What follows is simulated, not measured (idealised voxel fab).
A process module follows: voxel ribs on slabs.
The cross-section on display is named cut; it measures 155 nm wide, and its cells are 5 nm squares.
Cross-sections here: square-cell grids, written as top-down lists of bands, a band being one or more rows of cells.
It is stipulated that each band's entry specify, in nanometres, the height of the top of the band and then that of its bottom, followed by the materials of the band in left-to-right sequence, each together with its width in nanometres. A single material marked by the word "all across" is understood to fill the band from edge to edge; the word "blank" is understood to denote empty space.
Counting heights begins at 0, where everything beneath is, in the wafer as received, one material. The lowest band has no bottom; it goes on downwards, as "0 down" shows.
Read "30->40" as a graded width: first number on top, second number at the bottom, same change between each pair of neighbouring rows.
It should be understood that the words "no change occurred", when stated for a given step, signify that the cross-section underwent no change in any of its cells during that step.
Voids not open to the top, 8 cells minimum: see "Closed voids list". Written width x height at distance; distance is from the left edge; nm.
after a step's settings: what the simulator itself notes on the step
Steps that use a mask can have "overlay nm" on their line. It says how far the mask sat to the right of where it was meant to be. Negative means to the left.

PLANNED PROCESS STEPS
- 1: RECEIVE with material Si
- 2: DIRECTIONAL_DEP with material SiO2, thk nm 25
- 3: DIRECTIONAL_DEP with material SiN, thk nm 15
- 4: PATTERN with tone cover, mask id RIB, material resist, width nm 15, thk nm 15, overlay nm 0
- 5: DIRECTIONAL_ETCH with etch materials SiN, depth nm 10
- 6: STRIP with etch materials resist
- 7: MASKED_ETCH with tone cover, mask id SLAB, width nm 65, etch materials SiN, depth nm 5, overlay nm 0
- 8: FILL_DEP with material SiO2, thk nm 20
- 9: CMP with height nm 55
- 10: DIRECTIONAL_DEP with material W, thk nm 10
- 11: MASKED_ETCH with tone cover, mask id HEATER, width nm 25, etch materials W, depth nm 10, overlay nm 0
- 12: CONFORMAL_DEP with material SiO2, thk nm 10

WAFER AS RECEIVED: CROSS-SECTION FOLLOWING STEP 1
  0 down | Si all across
  Closed voids list: none

MODULE COMPLETE - CROSS-SECTION OF THE FIRST OF TWO WAFERS, RUN ACCORDING TO PLAN
  75 to 65 | 55 of blank | 45 of SiO2 | 55 of blank
  65 to 55 | 65 of SiO2 | 25 of W | 65 of SiO2
  55 to 40 | SiO2 all across
  40 to 30 | 70 of SiO2 | 15 of SiN | 70 of SiO2
  30 to 25 | 45 of SiO2 | 65 of SiN | 45 of SiO2
  25 to 0 | SiO2 all across
  0 down | Si all across
  Closed voids list: none

CROSS-SECTION AT END OF MODULE FOR THE SECOND WAFER OF TWO, WHICH MATCHED THE FIRST IN STARTING POINT AND PLAN AND DIFFERED BY ONE MISTAKE IN ITS PROCESSING
  75 to 65 | 55 of blank | 45 of SiO2 | 55 of blank
  65 to 55 | 65 of SiO2 | 25 of W | 65 of SiO2
  55 to 40 | SiO2 all across
  40 to 30 | 70 of SiO2 | 15 of SiN | 70 of SiO2
  30 to 25 | 50 of SiO2 | 60 of SiN | 45 of SiO2
  25 to 0 | SiO2 all across
  0 down | Si all across
  Closed voids list: none
Finding, execution versus plan: step 7, actual vs plan mismatch, actual run MASKED_ETCH with tone cover, mask id SLAB, width nm 60, etch materials SiN, depth nm 5, overlay nm 0
Bottom line after processing is that, in cells, the second wafer is up or down on some materials versus the first: -1 SiN | +1 SiO2
